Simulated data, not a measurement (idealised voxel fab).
This section sets out a process module, namely voxel spacer lines.
Cross-section cut spans 235 nm and uses square cells 5 nm in size.
Cross-section = grid of square cells, listed top down in bands; band = one or more rows. What a band's entry tells you: where the top is and where the bottom is, as heights in nm, and after that what lies inside, material by material from left to right, each with its width in nm. Empty space is written as the word "air", and a single material marked with the word "everywhere" occupies the band from edge to edge. Beneath 0, the wafer as received is one material, and that level is where height counting begins. The lowest band goes on downward without a bottom; it is written like "0 and below". The expression "30 to 40" gives the width at the extremes of the band, the first number at its top row of cells and the second at its bottom row, with the width changing by equal amounts from each row to the next in between. "nothing was modified" -> step changed no cross-section cell. The list in "Closed void entries" covers empty spaces of 8 cells or more that cannot reach the top through any open way, and it gives each as width x height at distance; the distance is from the left edge, and width, height and distance are in nm. Formally, on a step line, whatever follows the settings is a remark that the simulator itself makes on the step. overlay nm, on a step with a mask: how far to the right of its planned place the mask lay; to the left if negative.

Here's what the planned process steps look like:
step 1: RECEIVE | material Si
step 2: CONFORMAL_DEP | material SiO2 | thk nm 5
step 3: DIRECTIONAL_DEP | material TiN | thk nm 20
step 4: DIRECTIONAL_DEP | material aC | thk nm 20
step 5: PATTERN | tone cover | mask id MANDREL | material resist | width nm 15 | pitch nm 60 | thk nm 25 | overlay nm 0
step 6: DIRECTIONAL_ETCH | etch materials aC | depth nm 20
step 7: STRIP | etch materials resist
step 8: CONFORMAL_DEP | material SiN | thk nm 15
step 9: DIRECTIONAL_ETCH | etch materials SiN | depth nm 15
step 10: STRIP | etch materials aC
step 11: DIRECTIONAL_ETCH | etch materials TiN | depth nm 10
step 12: STRIP | etch materials SiN
step 13: FILL_DEP | material SiO2 | thk nm 5
step 14: CMP | height nm 25
The plan's step 11 depth nm is the first wafer's value; the wafers differ in this setting and start identical.

The first of several wafers, as received after step 1, seen in section:
    0 and below  Si everywhere
    Closed void entries: none

Where each wafer stands at the end of the module, a row apiece: cells of each material gained (+) or lost (-) since it was received, then closed voids:
depth nm 10; +117 SiO2; +118 TiN; Closed void entries: none
depth nm 15; +152 SiO2; +83 TiN; Closed void entries: none
depth nm 20; +187 SiO2; +48 TiN; Closed void entries: none
depth nm 25; +187 SiO2; +48 TiN; Closed void entries: none
depth nm 30; +187 SiO2; +48 TiN; Closed void entries: none
depth nm 35; +187 SiO2; +48 TiN; Closed void entries: none
